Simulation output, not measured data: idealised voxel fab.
This section sets out a process module, namely voxel wiring stack.
Section shown: cut. Width: 270 nm. Cell size: 5 nm, square.
Notation: cross-section as square-cell grid; stated in bands, top first, going down; one or more cell rows per band.
What a band's entry tells you: where the top is and where the bottom is, as heights in nm, and after that what lies inside, material by material from left to right, each with its width in nm. Empty space is written as the word "empty", and a single material marked with the word "full width" occupies the band from edge to edge.
The reference from which all heights are counted is 0, the level beneath which the as-received wafer is entirely one material; the lowest band, having no lower bound, proceeds downward and is written after the example "0 nm and below".
You'd read "30..40" like this: the band's top row of cells is as wide as the first number, its bottom row is as wide as the second, and going down, every row changes width by the same amount as the row before did.
The designation "changes: none", where it is given for a processing step, indicates that no cell of the cross-section was altered in the course of that step.
You'll see "Fully sealed cavities" listing empty spaces that have no way open to the top, as long as they're 8 cells or more; the notation is width x height at distance, where the distance is from the left edge, and all of it is in nm.
after a step's settings: what the simulator itself notes on the step
"overlay nm" answers the question of how far to the right of plan the mask lay on a step that has a mask, and when it is negative the answer is to the left.
# So here's the lineup of process steps we planned
1: RECEIVE, material Si
2: CONFORMAL_DEP, material SiO2, thk nm 10
3: CONFORMAL_DEP, material SiCN, thk nm 5
4: DIRECTIONAL_DEP, material SiO2, thk nm 20
5: DIRECTIONAL_DEP, material aC, thk nm 10
6: PATTERN, tone open, mask id METAL_1, material resist, width nm 20, pitch nm 45, thk nm 30, overlay nm 0
7: DIRECTIONAL_ETCH, etch materials aC, depth nm 10
8: STRIP, etch materials resist
9: DIRECTIONAL_ETCH, etch materials SiO2, depth nm 20
10: DIRECTIONAL_ETCH, etch materials SiCN, depth nm 5
11: STRIP, etch materials aC
12: CONFORMAL_DEP, material TiN, thk nm 5
13: FILL_DEP, material Cu, thk nm 10
14: CMP, height nm 35
15: EPI, material Ru, thk nm 5
16: FILL_DEP, material SiCN, thk nm 5
17: DIRECTIONAL_DEP, material SiO2, thk nm 20
18: PATTERN, tone open, mask id PLUG_1, material resist, width nm 15, thk nm 15, overlay nm 0
19: DIRECTIONAL_ETCH, etch materials SiO2, depth nm 20
20: DIRECTIONAL_ETCH, etch materials SiCN, depth nm 5
21: STRIP, etch materials resist
22: CONFORMAL_DEP, material TiN, thk nm 5
23: FILL_DEP, material Ru, thk nm 5
24: CMP, height nm 65
25: DIRECTIONAL_DEP, material TiN, thk nm 5
26: DIRECTIONAL_DEP, material Ru, thk nm 25
27: MASKED_ETCH, tone cover, mask id METAL_2, width nm 20, pitch nm 45, etch materials Ru, depth nm 25, overlay nm 0
28: MASKED_ETCH, tone cover, mask id METAL_2, width nm 20, pitch nm 45, etch materials TiN, depth nm 5, overlay nm 0
29: CONFORMAL_DEP, material SiN, thk nm 5
30: FILL_DEP, material lowk, thk nm 5
31: CMP, height nm 95
32: CONFORMAL_DEP, material SiCN, thk nm 5
33: DIRECTIONAL_DEP, material SiO2, thk nm 15
34: PATTERN, tone open, mask id PLUG_2, material resist, width nm 15, pitch nm 45, thk nm 15, overlay nm 0
35: DIRECTIONAL_ETCH, etch materials SiO2, depth nm 15
36: DIRECTIONAL_ETCH, etch materials SiCN, depth nm 5
37: STRIP, etch materials resist
38: CONFORMAL_DEP, material TiN, thk nm 5
39: FILL_DEP, material Ru, thk nm 10
40: CMP, height nm 115
41: DIRECTIONAL_DEP, material TiN, thk nm 5
42: DIRECTIONAL_DEP, material Ru, thk nm 15
43: MASKED_ETCH, tone cover, mask id METAL_3, width nm 20, pitch nm 45, etch materials Ru, depth nm 15, overlay nm 0
44: MASKED_ETCH, tone cover, mask id METAL_3, width nm 20, pitch nm 45, etch materials TiN, depth nm 5, overlay nm 0
45: CONFORMAL_DEP, material SiCN, thk nm 5
46: FILL_DEP, material SiO2, thk nm 10
47: CMP, height nm 135
48: CONFORMAL_DEP, material SiCN, thk nm 5
What sets these wafers apart? The thk nm at step 38. They all start alike, and the plan carries the first wafer's value.
# first wafer as received, after step 1
0 nm and below | Si full width
Fully sealed cavities: none
# Module end state after final step 48: cross-section of the first of several wafers
140 nm to 135 nm | SiCN full width
135 nm to 120 nm | SiO2 95 nm, SiCN 5 nm, Ru 20 nm, SiCN 5 nm, SiO2 15 nm, SiCN 5 nm, Ru 20 nm, SiCN 5 nm, SiO2 100 nm
120 nm to 115 nm | SiCN 100 nm, TiN 20 nm, SiCN 25 nm, TiN 20 nm, SiCN 105 nm
115 nm to 100 nm | SiO2 100 nm, TiN 5 nm, Ru 5 nm, TiN 5 nm, SiO2 30 nm, TiN 5 nm, Ru 5 nm, TiN 5 nm, SiO2 110 nm
100 nm to 95 nm | SiCN 100 nm, TiN 15 nm, SiCN 30 nm, TiN 15 nm, SiCN 110 nm
95 nm to 70 nm | lowk 95 nm, SiN 5 nm, Ru 20 nm, SiN 5 nm, lowk 15 nm, SiN 5 nm, Ru 20 nm, SiN 5 nm, lowk 100 nm
70 nm to 65 nm | SiN 100 nm, TiN 20 nm, SiN 25 nm, TiN 20 nm, SiN 105 nm
65 nm to 45 nm | SiO2 100 nm, TiN 5 nm, Ru 5 nm, TiN 5 nm, SiO2 155 nm
45 nm to 40 nm | SiCN 100 nm, TiN 15 nm, SiCN 155 nm
40 nm to 35 nm | SiCN 95 nm, Ru 30 nm, SiCN 15 nm, Ru 30 nm, SiCN 100 nm
35 nm to 15 nm | SiO2 100 nm, TiN 5 nm, Cu 10 nm, TiN 5 nm, SiO2 25 nm, TiN 5 nm, Cu 10 nm, TiN 5 nm, SiO2 105 nm
15 nm to 10 nm | SiCN 100 nm, TiN 20 nm, SiCN 25 nm, TiN 20 nm, SiCN 105 nm
10 nm to 0 nm | SiO2 full width
0 nm and below | Si full width
Fully sealed cavities: none
# Cross-section, module end, final of several wafers
140 nm to 135 nm | SiCN full width
135 nm to 120 nm | SiO2 95 nm, SiCN 5 nm, Ru 20 nm, SiCN 5 nm, SiO2 15 nm, SiCN 5 nm, Ru 20 nm, SiCN 5 nm, SiO2 100 nm
120 nm to 115 nm | SiCN 100 nm, TiN 20 nm, SiCN 25 nm, TiN 20 nm, SiCN 105 nm
115 nm to 100 nm | SiO2 100 nm, TiN 15 nm, SiO2 30 nm, TiN 15 nm, SiO2 110 nm
100 nm to 95 nm | SiCN 100 nm, TiN 15 nm, SiCN 30 nm, TiN 15 nm, SiCN 110 nm
95 nm to 70 nm | lowk 95 nm, SiN 5 nm, Ru 20 nm, SiN 5 nm, lowk 15 nm, SiN 5 nm, Ru 20 nm, SiN 5 nm, lowk 100 nm
70 nm to 65 nm | SiN 100 nm, TiN 20 nm, SiN 25 nm, TiN 20 nm, SiN 105 nm
65 nm to 45 nm | SiO2 100 nm, TiN 5 nm, Ru 5 nm, TiN 5 nm, SiO2 155 nm
45 nm to 40 nm | SiCN 100 nm, TiN 15 nm, SiCN 155 nm
40 nm to 35 nm | SiCN 95 nm, Ru 30 nm, SiCN 15 nm, Ru 30 nm, SiCN 100 nm
35 nm to 15 nm | SiO2 100 nm, TiN 5 nm, Cu 10 nm, TiN 5 nm, SiO2 25 nm, TiN 5 nm, Cu 10 nm, TiN 5 nm, SiO2 105 nm
15 nm to 10 nm | SiCN 100 nm, TiN 20 nm, SiCN 25 nm, TiN 20 nm, SiCN 105 nm
10 nm to 0 nm | SiO2 full width
0 nm and below | Si full width
Fully sealed cavities: none
# Wafer rows, end of module: cells per material gained (+) or lost (-) since receipt; closed voids last
thk nm 5, +16 Cu, +86 Ru, +299 SiCN, +66 SiN, +766 SiO2, +69 TiN, +210 lowk, Fully sealed cavities: none
thk nm 10, +16 Cu, +80 Ru, +299 SiCN, +66 SiN, +766 SiO2, +75 TiN, +210 lowk, Fully sealed cavities: none
thk nm 15, +16 Cu, +80 Ru, +299 SiCN, +66 SiN, +766 SiO2, +75 TiN, +210 lowk, Fully sealed cavities: none
thk nm 20, +16 Cu, +80 Ru, +299 SiCN, +66 SiN, +766 SiO2, +75 TiN, +210 lowk, Fully sealed cavities: none
